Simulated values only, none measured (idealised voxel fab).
process module | voxel self aligned contacts
cross-section cut | 205 nm wide | cells 5 nm
A cross-section is a grid of square cells, given in bands from the top down. A band is one or more rows of cells.
Each band's line starts with the height of the band's top and of its bottom, in nm. Then come its materials from left to right, each with its width in nm. One material with "throughout" fills the band from edge to edge. "air" is empty space.
Height 0 is the level under which the wafer as received is all one material. The lowest band goes on downwards, as in "0 down".
A width such as "30 to 40" changes by the same amount from each row of cells to the next, from the band's top row to its bottom row.
"no change" after a step means that no cell of the cross-section changed.
closed voids: empty space of 8 cells or more with no open way to the top, each as width x height at its distance from the left edge, in nm
after a step's settings: what the simulator itself notes on the step
overlay nm, on a step with a mask: how far to the right of its planned place the mask lay; to the left if negative
plan
1 op RECEIVE | material Si
2 op OXIDIZE | depth nm 5
3 op DIRECTIONAL_DEP | material polySi | thk nm 30
4 op DIRECTIONAL_DEP | material SiN | thk nm 20
5 op MASKED_ETCH | tone cover | mask id GATE | width nm 25 | pitch nm 60 | etch materials SiN | depth nm 20 | overlay nm 0
6 op MASKED_ETCH | tone cover | mask id GATE | width nm 25 | pitch nm 60 | etch materials polySi | depth nm 30 | overlay nm 0
7 op CONFORMAL_DEP | material SiN | thk nm 5
8 op DIRECTIONAL_ETCH | etch materials SiN | depth nm 5
9 op FILL_DEP | material SiO2 | thk nm 20
10 op CMP | height nm 60
11 op PATTERN | tone open | mask id CONTACT | material resist | width nm 45 | thk nm 20 | overlay nm 0
12 op DIRECTIONAL_ETCH | etch materials SiO2 | depth nm 65
13 op STRIP | etch materials resist
14 op CONFORMAL_DEP | material TiN | thk nm 5
15 op FILL_DEP | material W | thk nm 5
16 op CMP | height nm 60
17 op CONFORMAL_DEP | material SiN | thk nm 5
first wafer, as planned
as received, after step 1
  0 down: Si throughout
  closed voids: none
after step 2
  0 to -5: SiO2 throughout
  below -5: unchanged
after step 3
  30 to 0: polySi throughout
  below 0: unchanged
after step 4
  50 to 30: SiN throughout
  below 30: unchanged
after step 5
  50 to 30: air 60 | SiN 25 | air 35 | SiN 25 | air 60
  below 30: unchanged
after step 6
  50 to 30: air 60 | SiN 25 | air 35 | SiN 25 | air 60
  30 to 0: air 60 | polySi 25 | air 35 | polySi 25 | air 60
  below 0: unchanged
after step 7
  55 to 30: air 55 | SiN 35 | air 25 | SiN 35 | air 55
  30 to 5: air 55 | SiN 5 | polySi 25 | SiN 5 | air 25 | SiN 5 | polySi 25 | SiN 5 | air 55
  5 to 0: SiN 60 | polySi 25 | SiN 35 | polySi 25 | SiN 60
  below 0: unchanged
after step 8
  50 to 30: air 55 | SiN 35 | air 25 | SiN 35 | air 55
  30 to 0: air 55 | SiN 5 | polySi 25 | SiN 5 | air 25 | SiN 5 | polySi 25 | SiN 5 | air 55
  below 0: unchanged
after step 9
  70 to 50: SiO2 throughout
  50 to 30: SiO2 55 | SiN 35 | SiO2 25 | SiN 35 | SiO2 55
  30 to 0: SiO2 55 | SiN 5 | polySi 25 | SiN 5 | SiO2 25 | SiN 5 | polySi 25 | SiN 5 | SiO2 55
  below 0: unchanged
after step 10
  60 to 50: SiO2 throughout
  below 50: unchanged
after step 11
  80 to 60: resist 80 | air 45 | resist 80
  below 60: unchanged
after step 12
  80 to 60: resist 80 | air 45 | resist 80
  60 to 50: SiO2 80 | air 45 | SiO2 80
  50 to 30: SiO2 55 | SiN 35 | air 25 | SiN 35 | SiO2 55
  30 to 0: SiO2 55 | SiN 5 | polySi 25 | SiN 5 | air 25 | SiN 5 | polySi 25 | SiN 5 | SiO2 55
  0 to -5: SiO2 90 | air 25 | SiO2 90
  below -5: unchanged
after step 13
  60 to 50: SiO2 80 | air 45 | SiO2 80
  below 50: unchanged
after step 14
  65 to 60: TiN 85 | air 35 | TiN 85
  60 to 50: SiO2 80 | TiN 5 to 15 | air 35 to 15 | TiN 5 to 15 | SiO2 80
  50 to 30: SiO2 55 | SiN 35 | TiN 5 | air 15 | TiN 5 | SiN 35 | SiO2 55
  30 to 0: SiO2 55 | SiN 5 | polySi 25 | SiN 5 | TiN 5 | air 15 | TiN 5 | SiN 5 | polySi 25 | SiN 5 | SiO2 55
  0 to -5: SiO2 90 | TiN 25 | SiO2 90
  below -5: unchanged
after step 15
  70 to 65: W throughout
  65 to 60: TiN 85 | W 35 | TiN 85
  60 to 50: SiO2 80 | TiN 5 to 15 | W 35 to 15 | TiN 5 to 15 | SiO2 80
  50 to 30: SiO2 55 | SiN 35 | TiN 5 | W 15 | TiN 5 | SiN 35 | SiO2 55
  30 to 0: SiO2 55 | SiN 5 | polySi 25 | SiN 5 | TiN 5 | W 15 | TiN 5 | SiN 5 | polySi 25 | SiN 5 | SiO2 55
  below 0: unchanged
after step 16
  60 to 50: SiO2 80 | TiN 5 to 15 | W 35 to 15 | TiN 5 to 15 | SiO2 80
  below 50: unchanged
after step 17
  65 to 60: SiN throughout
  below 60: unchanged
second wafer: like start, like plan, one mistake. Through step 10 it matches the first wafer
when step 11 should have ended
  80 to 60: air 80 | resist 45 | air 80
  below 60: unchanged
when step 12 should have ended
  80 to 60: air 80 | resist 45 | air 80
  60 to 50: air 80 | SiO2 45 | air 80
  50 to 30: air 55 | SiN 35 | SiO2 25 | SiN 35 | air 55
  30 to 0: air 55 | SiN 5 | polySi 25 | SiN 5 | SiO2 25 | SiN 5 | polySi 25 | SiN 5 | air 55
  0 to -5: air 55 | SiO2 95 | air 55
  below -5: unchanged
when step 13 should have ended
  60 to 50: air 80 | SiO2 45 | air 80
  below 50: unchanged
when step 14 should have ended
  65 to 60: air 75 | TiN 55 | air 75
  60 to 50: air 75 to 50 | TiN 5 to 30 | SiO2 45 | TiN 5 to 30 | air 75 to 50
  50 to 30: air 50 | TiN 5 | SiN 35 | SiO2 25 | SiN 35 | TiN 5 | air 50
  30 to 0: air 50 | TiN 5 | SiN 5 | polySi 25 | SiN 5 | SiO2 25 | SiN 5 | polySi 25 | SiN 5 | TiN 5 | air 50
  0 to -5: TiN 55 | SiO2 95 | TiN 55
  below -5: unchanged
when step 15 should have ended
  70 to 65: W throughout
  65 to 60: W 75 | TiN 55 | W 75
  60 to 50: W 75 to 50 | TiN 5 to 30 | SiO2 45 | TiN 5 to 30 | W 75 to 50
  50 to 30: W 50 | TiN 5 | SiN 35 | SiO2 25 | SiN 35 | TiN 5 | W 50
  30 to 0: W 50 | TiN 5 | SiN 5 | polySi 25 | SiN 5 | SiO2 25 | SiN 5 | polySi 25 | SiN 5 | TiN 5 | W 50
  below 0: unchanged
when step 16 should have ended
  60 to 50: W 75 to 50 | TiN 5 to 30 | SiO2 45 | TiN 5 to 30 | W 75 to 50
  below 50: unchanged
when step 17 should have ended
  65 to 60: SiN throughout
  below 60: unchanged
what went wrong: step 11 ran as: op PATTERN | tone cover | mask id CONTACT | material resist | width nm 45 | thk nm 20 | overlay nm 0
at the end the second wafer has, in cells: 233 fewer of SiO2 | 23 more of TiN | 210 more of W
